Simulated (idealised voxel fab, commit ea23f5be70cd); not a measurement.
A process module follows: voxel transistor to metal.
Displayed cross-section: cut, width of 300 nm, square cells sized 5 nm.
In what follows, cross-sections appear as grids of square cells, described through bands that run from the top down, where every band is one or more rows of cells.
Within each band entry, the heights of the top and of the bottom of the band appear first, in that order and in nm; the materials of the band then follow from left to right, each with its corresponding width in nm. The designation "everywhere" on a single material indicates that it fills the band from edge to edge; the designation "empty" indicates empty space.
Ref level 0: as-received wafer is one material below here. Bottom band extends down with no lower bound ("0 down").
When a width is written as two numbers, as in "30 to 40", the first number is the width in the top row of cells of the band and the second is the width in its bottom row, and the width changes by the same amount from each row to the next.
Where the words "changes: none" appear for a step, the cross-section shows no cell changed by that step; every cell remained as before.
In the "Enclosed void entries" entry, you get each enclosed empty space of 8 cells or more, one with no open way to the top, written width x height at distance, distance from the left edge, in nm.
Formally, on a step line, whatever follows the settings is a remark that the simulator itself makes on the step.
If you see "overlay nm" on a step's line and that step has a mask, it's telling you how far right of where it was planned the mask ended up; a negative number means it went left instead.

### Listed below are the process steps as planned
1,op RECEIVE | material Si
2,op OXIDIZE | depth nm 5
3,op CONFORMAL_DEP | material SiN | thk nm 10
4,op MASKED_ETCH | tone cover | mask id ACTIVE | width nm 115 | pitch nm 135 | etch materials SiN | depth nm 10 | overlay nm 0
5,op MASKED_ETCH | tone cover | mask id ACTIVE | width nm 115 | pitch nm 135 | etch materials SiO2 | depth nm 5 | overlay nm 0
6,op MASKED_ETCH | tone cover | mask id ACTIVE | width nm 115 | pitch nm 135 | etch materials Si | depth nm 35 | overlay nm 0
7,op OXIDIZE | depth nm 5
8,op FILL_DEP | material SiO2 | thk nm 10
9,op CMP | height nm 10
10,op SELECTIVE_ETCH | etch materials SiO2 | depth nm 5
11,op STRIP | etch materials SiN
12,op SELECTIVE_ETCH | etch materials SiO2 | depth nm 5
13,op OXIDIZE | depth nm 5
14,op DIRECTIONAL_DEP | material polySi | thk nm 20
15,op DIRECTIONAL_DEP | material SiCN | thk nm 15
16,op DIRECTIONAL_DEP | material aC | thk nm 10
17,op PATTERN | tone cover | mask id GATE | material resist | width nm 15 | pitch nm 135 | thk nm 30 | overlay nm 0
18,op DIRECTIONAL_ETCH | etch materials aC | depth nm 10
19,op STRIP | etch materials resist
20,op DIRECTIONAL_ETCH | etch materials SiCN | depth nm 25
21,op DIRECTIONAL_ETCH | etch materials polySi | depth nm 30
22,op STRIP | etch materials aC
23,op CONFORMAL_DEP | material SiO2 | thk nm 5
24,op DIRECTIONAL_ETCH | etch materials SiO2 | depth nm 5
25,op CONFORMAL_DEP | material SiN | thk nm 5
26,op DIRECTIONAL_ETCH | etch materials SiN | depth nm 5
27,op DIRECTIONAL_ETCH | etch materials SiO2 | depth nm 5
28,op DIRECTIONAL_ETCH | etch materials Si | depth nm 10
29,op EPI | material pSi | thk nm 10
30,op FILL_DEP | material SiO2 | thk nm 5
31,op CMP | height nm 15
32,op STRIP | etch materials polySi
33,op SELECTIVE_ETCH | etch materials SiO2 | depth nm 5
34,op CONFORMAL_DEP | material HfO2 | thk nm 5
35,op CONFORMAL_DEP | material TiN | thk nm 5
36,op FILL_DEP | material W | thk nm 10
37,op CMP | height nm 10
38,op DIRECTIONAL_DEP | material SiO2 | thk nm 15
39,op MASKED_ETCH | tone open | mask id CONTACT | width nm 15 | etch materials SiO2 | depth nm 35 | overlay nm 0
40,op CONFORMAL_DEP | material TiN | thk nm 5
41,op FILL_DEP | material Ru | thk nm 10
42,op CMP | height nm 25
43,op DIRECTIONAL_DEP | material TiN | thk nm 5
44,op DIRECTIONAL_DEP | material Ru | thk nm 25
45,op MASKED_ETCH | tone cover | mask id METAL_1 | width nm 15 | etch materials Ru | depth nm 25 | overlay nm 0
46,op MASKED_ETCH | tone cover | mask id METAL_1 | width nm 15 | etch materials TiN | depth nm 5 | overlay nm 0
47,op FILL_DEP | material lowk | thk nm 5
48,op CMP | height nm 55
49,op CONFORMAL_DEP | material SiN | thk nm 5
Don't read the plan's width nm for step 17 as applying to every wafer: that's the first wafer's value, and the wafers differ in it, though they all start identical.

### Cross-section: the first of several wafers in its as-received state, i.e. following step 1
> 0 down  Si everywhere
> Enclosed void entries: none

### End of the module, past its last step, step 49: how the first of several wafers looks in cross-section
> 60 to 55  SiN everywhere
> 55 to 30  35 nm lowk, then 15 nm Ru, then 65 nm lowk, then 15 nm Ru, then 40 nm lowk, then 15 nm Ru, then 65 nm lowk, then 15 nm Ru, then 35 nm lowk
> 30 to 25  35 nm lowk, then 15 nm TiN, then 65 nm lowk, then 15 nm TiN, then 40 nm lowk, then 15 nm TiN, then 65 nm lowk, then 15 nm TiN, then 35 nm lowk
> 25 to 10  35 nm SiO2, then 5 nm TiN, then 5 nm Ru, then 5 nm TiN, then 65 nm SiO2, then 5 nm TiN, then 5 nm Ru, then 5 nm TiN, then 40 nm SiO2, then 5 nm TiN, then 5 nm Ru, then 5 nm TiN, then 65 nm SiO2, then 5 nm TiN, then 5 nm Ru, then 5 nm TiN, then 35 nm SiO2
> 10 to 0  35 nm SiO2, then 5 nm TiN, then 5 nm Ru, then 5 nm TiN, then 15 nm SiO2, then 5 nm SiN, then 5 nm HfO2, then 5 nm TiN, then 5 nm W, then 5 nm TiN, then 5 nm HfO2, then 5 nm SiN, then 15 nm SiO2, then 5 nm TiN, then 5 nm Ru, then 5 nm TiN, then 40 nm SiO2, then 5 nm TiN, then 5 nm Ru, then 5 nm TiN, then 15 nm SiO2, then 5 nm SiN, then 5 nm HfO2, then 5 nm TiN, then 5 nm W, then 5 nm TiN, then 5 nm HfO2, then 5 nm SiN, then 15 nm SiO2, then 5 nm TiN, then 5 nm Ru, then 5 nm TiN, then 35 nm SiO2
> 0 to -5  25 nm SiO2, then 5 nm SiN, then 5 nm SiO2, then 5 nm TiN, then 5 nm Ru, then 5 nm TiN, then 5 nm SiO2, then 10 nm pSi, then 5 nm SiN, then 5 nm HfO2, then 15 nm TiN, then 5 nm HfO2, then 5 nm SiN, then 10 nm pSi, then 5 nm SiO2, then 5 nm TiN, then 5 nm Ru, then 5 nm TiN, then 5 nm SiO2, then 5 nm SiN, then 20 nm SiO2, then 5 nm SiN, then 5 nm SiO2, then 5 nm TiN, then 5 nm Ru, then 5 nm TiN, then 5 nm SiO2, then 10 nm pSi, then 5 nm SiN, then 5 nm HfO2, then 15 nm TiN, then 5 nm HfO2, then 5 nm SiN, then 10 nm pSi, then 5 nm SiO2, then 5 nm TiN, then 5 nm Ru, then 5 nm TiN, then 5 nm SiO2, then 5 nm SiN, then 25 nm SiO2
> -5 to -10  35 nm SiO2, then 15 nm TiN, then 5 nm SiO2, then 10 nm pSi, then 5 nm SiO2, then 25 nm HfO2, then 5 nm SiO2, then 10 nm pSi, then 5 nm SiO2, then 15 nm TiN, then 40 nm SiO2, then 15 nm TiN, then 5 nm SiO2, then 10 nm pSi, then 5 nm SiO2, then 25 nm HfO2, then 5 nm SiO2, then 10 nm pSi, then 5 nm SiO2, then 15 nm TiN, then 35 nm SiO2
> -10 to -20  30 nm SiO2, then 35 nm pSi, then 35 nm Si, then 35 nm pSi, then 30 nm SiO2, then 35 nm pSi, then 35 nm Si, then 35 nm pSi, then 30 nm SiO2
> -20 to -45  30 nm SiO2, then 105 nm Si, then 30 nm SiO2, then 105 nm Si, then 30 nm SiO2
> -45 down  Si everywhere
> Enclosed void entries: none

### Last wafer, end of module, cross-section
> 60 to 55  SiN everywhere
> 55 to 30  35 nm lowk, then 15 nm Ru, then 65 nm lowk, then 15 nm Ru, then 40 nm lowk, then 15 nm Ru, then 65 nm lowk, then 15 nm Ru, then 35 nm lowk
> 30 to 25  35 nm lowk, then 15 nm TiN, then 65 nm lowk, then 15 nm TiN, then 40 nm lowk, then 15 nm TiN, then 65 nm lowk, then 15 nm TiN, then 35 nm lowk
> 25 to 10  35 nm SiO2, then 5 nm TiN, then 5 nm Ru, then 5 nm TiN, then 65 nm SiO2, then 5 nm TiN, then 5 nm Ru, then 5 nm TiN, then 40 nm SiO2, then 5 nm TiN, then 5 nm Ru, then 5 nm TiN, then 65 nm SiO2, then 5 nm TiN, then 5 nm Ru, then 5 nm TiN, then 35 nm SiO2
> 10 to 5  35 nm SiO2, then 5 nm TiN, then 5 nm Ru, then 5 nm TiN, then 5 nm SiO2, then 5 nm SiN, then 5 nm HfO2, then 5 nm TiN, then 30 nm W, then 5 nm TiN, then 5 nm HfO2, then 5 nm SiN, then 5 nm TiN, then 5 nm Ru, then 5 nm TiN, then 40 nm SiO2, then 5 nm TiN, then 5 nm Ru, then 5 nm TiN, then 5 nm SiO2, then 5 nm SiN, then 5 nm HfO2, then 5 nm TiN, then 30 nm W, then 5 nm TiN, then 5 nm HfO2, then 5 nm SiN, then 5 nm TiN, then 5 nm Ru, then 5 nm TiN, then 35 nm SiO2
> 5 to 0  35 nm SiO2, then 15 nm TiN, then 5 nm SiO2, then 5 nm SiN, then 5 nm HfO2, then 5 nm TiN, then 30 nm W, then 5 nm TiN, then 5 nm HfO2, then 5 nm SiN, then 15 nm TiN, then 40 nm SiO2, then 15 nm TiN, then 5 nm SiO2, then 5 nm SiN, then 5 nm HfO2, then 5 nm TiN, then 30 nm W, then 5 nm TiN, then 5 nm HfO2, then 5 nm SiN, then 15 nm TiN, then 35 nm SiO2
> 0 to -5  25 nm SiO2, then 5 nm SiN, then 5 nm SiO2, then 10 nm TiN, then 10 nm pSi, then 5 nm SiN, then 5 nm HfO2, then 40 nm TiN, then 5 nm HfO2, then 5 nm SiN, then 10 nm pSi, then 5 nm TiN, then 5 nm SiO2, then 5 nm SiN, then 20 nm SiO2, then 5 nm SiN, then 5 nm SiO2, then 10 nm TiN, then 10 nm pSi, then 5 nm SiN, then 5 nm HfO2, then 40 nm TiN, then 5 nm HfO2, then 5 nm SiN, then 10 nm pSi, then 5 nm TiN, then 5 nm SiO2, then 5 nm SiN, then 25 nm SiO2
> -5 to -10  35 nm SiO2, then 10 nm TiN, then 10 nm pSi, then 5 nm SiO2, then 50 nm HfO2, then 5 nm SiO2, then 10 nm pSi, then 5 nm TiN, then 40 nm SiO2, then 10 nm TiN, then 10 nm pSi, then 5 nm SiO2, then 50 nm HfO2, then 5 nm SiO2, then 10 nm pSi, then 5 nm TiN, then 35 nm SiO2
> -10 to -20  30 nm SiO2, then 25 nm pSi, then 60 nm Si, then 20 nm pSi, then 30 nm SiO2, then 25 nm pSi, then 60 nm Si, then 20 nm pSi, then 30 nm SiO2
> -20 to -45  30 nm SiO2, then 105 nm Si, then 30 nm SiO2, then 105 nm Si, then 30 nm SiO2
> -45 down  Si everywhere
> Enclosed void entries: none

### The rows of the table below are wafers. Looking at the end of the module, a row counts, for every material, the cells the wafer has gained, shown as (+), or lost, shown as (-), since it was received; its closed voids come next
width nm 15, +22 HfO2, +84 Ru, -302 Si, +76 SiN, +390 SiO2, +86 TiN, +4 W, +288 lowk, +72 pSi, Enclosed void entries: none
width nm 20, +24 HfO2, +84 Ru, -298 Si, +76 SiN, +382 SiO2, +88 TiN, +8 W, +288 lowk, +68 pSi, Enclosed void entries: none
width nm 25, +26 HfO2, +84 Ru, -294 Si, +76 SiN, +374 SiO2, +90 TiN, +12 W, +288 lowk, +64 pSi, Enclosed void entries: none
width nm 30, +28 HfO2, +80 Ru, -290 Si, +76 SiN, +370 SiO2, +92 TiN, +16 W, +288 lowk, +60 pSi, Enclosed void entries: none
width nm 35, +30 HfO2, +76 Ru, -286 Si, +76 SiN, +366 SiO2, +94 TiN, +20 W, +288 lowk, +56 pSi, Enclosed void entries: none
width nm 40, +32 HfO2, +76 Ru, -282 Si, +76 SiN, +362 SiO2, +92 TiN, +24 W, +288 lowk, +52 pSi, Enclosed void entries: none
